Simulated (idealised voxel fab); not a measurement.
You're looking at the process module voxel transistor to metal.
It is cross-section cut that appears here, measuring 185 nm in width, its square cells being 5 nm in size.
If you're reading a cross-section in this doc, picture square cells in a grid; it comes to you as bands, top ones listed first down to the bottom, and a band can be one or more rows of cells. Top height, bottom height, nm. Materials left to right, width each, nm. Single material + "full width" = fills band edge to edge. "air" = empty. Height is counted from the level 0, under which the received wafer is composed throughout of one material. The lowest of the bands is not closed at the bottom but continues downward, in the notation "0..down". Per-row width for "30->40": begins at first number (top row of band), ends at second number (bottom row), increment between rows held constant. Where a step carries "stayed the same", the cross-section came out of it unchanged, cell for cell. Heads up: "Voids lacking openings" only lists the empty pockets with no open path to the top that are 8 cells or more, and it writes them as width x height at distance, distance from the left edge, in nm. What comes after the settings on a step's line is commentary from the simulator itself on that step. overlay nm: where the mask lay relative to plan, measured to the right, on steps with a mask; negatives go left.
# Here's what the planned process steps look like
1 RECEIVE, material Si
2 CONFORMAL_DEP, material SiO2, thk nm 5
3 CONFORMAL_DEP, material SiN, thk nm 10
4 MASKED_ETCH, tone cover, mask id ACTIVE, width nm 95, etch materials SiN, depth nm 10, overlay nm 0
5 MASKED_ETCH, tone cover, mask id ACTIVE, width nm 95, etch materials SiO2, depth nm 5, overlay nm 0
6 MASKED_ETCH, tone cover, mask id ACTIVE, width nm 95, etch materials Si, depth nm 30, overlay nm 0
7 FILL_DEP, material SiO2, thk nm 10
8 CMP, height nm 15
9 SELECTIVE_ETCH, etch materials SiO2, depth nm 5
10 STRIP, etch materials SiN
11 SELECTIVE_ETCH, etch materials SiO2, depth nm 5
12 OXIDIZE, depth nm 5
13 DIRECTIONAL_DEP, material polySi, thk nm 30
14 DIRECTIONAL_DEP, material SiCN, thk nm 10
15 MASKED_ETCH, tone cover, mask id GATE, width nm 15, etch materials SiCN, depth nm 20, overlay nm 0
16 MASKED_ETCH, tone cover, mask id GATE, width nm 15, etch materials polySi, depth nm 40, overlay nm 0
17 CONFORMAL_DEP, material SiN, thk nm 10
18 DIRECTIONAL_ETCH, etch materials SiN, depth nm 10
19 DIRECTIONAL_ETCH, etch materials SiO2, depth nm 5
20 DIRECTIONAL_ETCH, etch materials Si, depth nm 10
21 EPI, material nSi, thk nm 10
22 FILL_DEP, material SiO2, thk nm 10
23 CMP, height nm 40
24 DIRECTIONAL_DEP, material SiO2, thk nm 10
25 PATTERN, tone open, mask id CONTACT, material resist, width nm 30, pitch nm 55, thk nm 20, overlay nm 0
26 DIRECTIONAL_ETCH, etch materials SiO2, depth nm 55
27 STRIP, etch materials resist
28 CONFORMAL_DEP, material TiN, thk nm 5
29 FILL_DEP, material Ru, thk nm 5
30 CMP, height nm 50
31 DIRECTIONAL_DEP, material TiN, thk nm 5
32 DIRECTIONAL_DEP, material W, thk nm 15
33 PATTERN, tone cover, mask id METAL_1, material resist, width nm 20, pitch nm 65, thk nm 20, overlay nm 0
34 DIRECTIONAL_ETCH, etch materials W, depth nm 15
35 DIRECTIONAL_ETCH, etch materials TiN, depth nm 5
36 STRIP, etch materials resist
37 CONFORMAL_DEP, material SiCN, thk nm 5
38 FILL_DEP, material SiO2, thk nm 5
39 CMP, height nm 70
40 CONFORMAL_DEP, material SiN, thk nm 5
# Step 1 complete: cross-section of the wafer as received
  0..down = Si full width
  Voids lacking openings: none
# Cross-sectional result after module completion. Note: starting condition and plan are unchanged from above; one processing mistake was made
  75..70 = SiN full width
  70..55 = 45 SiO2; 5 SiCN; 20 W; 5 SiCN; 35 SiO2; 5 SiCN; 20 W; 5 SiCN; 45 SiO2
  55..50 = 50 SiCN; 20 TiN; 45 SiCN; 20 TiN; 50 SiCN
  50..45 = 50 SiO2; 5 TiN; 20 Ru; 5 TiN; 25 SiO2; 5 TiN; 20 Ru; 5 TiN; 50 SiO2
  45..40 = 50 SiO2; 30 TiN; 25 SiO2; 30 TiN; 50 SiO2
  40..30 = 75 W; 10 SiN; 15 SiCN; 10 SiN; 75 W
  30..5 = 75 W; 10 SiN; 15 polySi; 10 SiN; 75 W
  5..0 = 40 W; 10 SiN; 10 nSi; 5 W; 10 nSi; 10 SiN; 15 polySi; 10 SiN; 10 nSi; 5 W; 10 nSi; 10 SiN; 40 W
  0..-5 = 50 SiO2; 10 nSi; 5 W; 10 nSi; 35 SiO2; 10 nSi; 5 W; 10 nSi; 50 SiO2
  -5..-15 = 45 SiO2; 5 Si; 25 nSi; 35 Si; 25 nSi; 5 Si; 45 SiO2
  -15..-30 = 45 SiO2; 95 Si; 45 SiO2
  -30..down = Si full width
  Voids lacking openings: none
Deviation noted in wafer processing: step 22 ran as: FILL_DEP, material W, thk nm 10
